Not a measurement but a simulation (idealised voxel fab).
The document below concerns the process module designated voxel gate over fins.
It is cross-section cut that appears here, measuring 160 nm in width, its square cells being 5 nm in size.
How to read a cross-section here: the picture is a grid of square cells, written as bands going from the top down, and any band can span one or more rows of cells. It is stipulated that each band's entry specify, in nanometres, the height of the top of the band and then that of its bottom, followed by the materials of the band in left-to-right sequence, each together with its width in nanometres. A single material marked by the word "throughout" is understood to fill the band from edge to edge; the word "blank" is understood to denote empty space. Height datum 0, below which the as-received substrate wafer is one material. Lowest band open at the bottom, running downward: "from 0 down". With a width like "30..40", each row of cells in the band differs from the next by the same amount, the top row carrying the first number and the bottom row the second. Take "no modification" at face value: in the step it is given for, the cross-section changed in none of its cells. "Fully sealed cavities": sealed empty spaces, 8 cells or more, no open way to top, listed width x height at distance, with distance from the left edge and width, height and distance in nm. Whatever follows a step's settings on its line is a remark the simulator itself makes about that step. overlay nm: mask right of planned place by this much (step with mask). Neg. = left.

The process steps that were planned are listed below
- 1: RECEIVE with material Si
- 2: CONFORMAL_DEP with material SiN, thk nm 5
- 3: MASKED_ETCH with tone cover, mask id FINS, width nm 15, pitch nm 40, etch materials SiN, depth nm 5, overlay nm 0
- 4: MASKED_ETCH with tone cover, mask id FINS, width nm 15, pitch nm 40, etch materials Si, depth nm 30, overlay nm 0
- 5: OXIDIZE with depth nm 5
- 6: FILL_DEP with material SiO2, thk nm 15
- 7: CMP with height nm 5
- 8: SELECTIVE_ETCH with etch materials SiO2, depth nm 15
- 9: STRIP with etch materials SiN
- 10: CONFORMAL_DEP with material HfO2, thk nm 5
- 11: CONFORMAL_DEP with material TiN, thk nm 5
- 12: FILL_DEP with material W, thk nm 10
- 13: CMP with height nm 15
- 14: CONFORMAL_DEP with material SiCN, thk nm 10

Cross-section of the incoming wafer, state after step 1
  from 0 down: Si throughout
  Fully sealed cavities: none

Here's the cross-section of the first of our two wafers at the end of the module - it ran as planned
  from 25 to 15: SiCN throughout
  from 15 to 10: W throughout
  from 10 to 5: W 45 nm, TiN 25 nm, W 15 nm, TiN 25 nm, W 50 nm
  from 5 to 0: W 45 nm, TiN 5 nm, HfO2 15 nm, TiN 5 nm, W 15 nm, TiN 5 nm, HfO2 15 nm, TiN 5 nm, W 50 nm
  from 0 to -5: TiN 50 nm, HfO2 5 nm, Si 5 nm, HfO2 5 nm, TiN 25 nm, HfO2 5 nm, Si 5 nm, HfO2 5 nm, TiN 55 nm
  from -5 to -10: HfO2 55 nm, Si 5 nm, HfO2 35 nm, Si 5 nm, HfO2 60 nm
  from -10 to -35: SiO2 55 nm, Si 5 nm, SiO2 35 nm, Si 5 nm, SiO2 60 nm
  from -35 down: Si throughout
  Fully sealed cavities: none

This cross-section belongs to the second wafer of two at the end of the module; the start and the plan were shared with the first, and the run included one mistake
  from 25 to 15: SiCN throughout
  from 15 to 10: W throughout
  from 10 to 5: TiN 55 nm, W 5 nm, TiN 35 nm, W 5 nm, TiN 60 nm
  from 5 to 0: HfO2 50 nm, TiN 15 nm, HfO2 25 nm, TiN 15 nm, HfO2 55 nm
  from 0 to -5: Si 45 nm, HfO2 25 nm, Si 15 nm, HfO2 25 nm, Si 50 nm
  from -5 down: Si throughout
  Fully sealed cavities: none
Heads up, the wafer didn't run the way we planned it: step 3 ran as: MASKED_ETCH with tone open, mask id FINS, width nm 15, pitch nm 40, etch materials SiN, depth nm 5, overlay nm 0
Cell-count delta at end, second wafer over first, by material: HfO2: 4 fewer | Si: 200 more | SiO2: 150 fewer | TiN: 4 fewer | W: 42 fewer
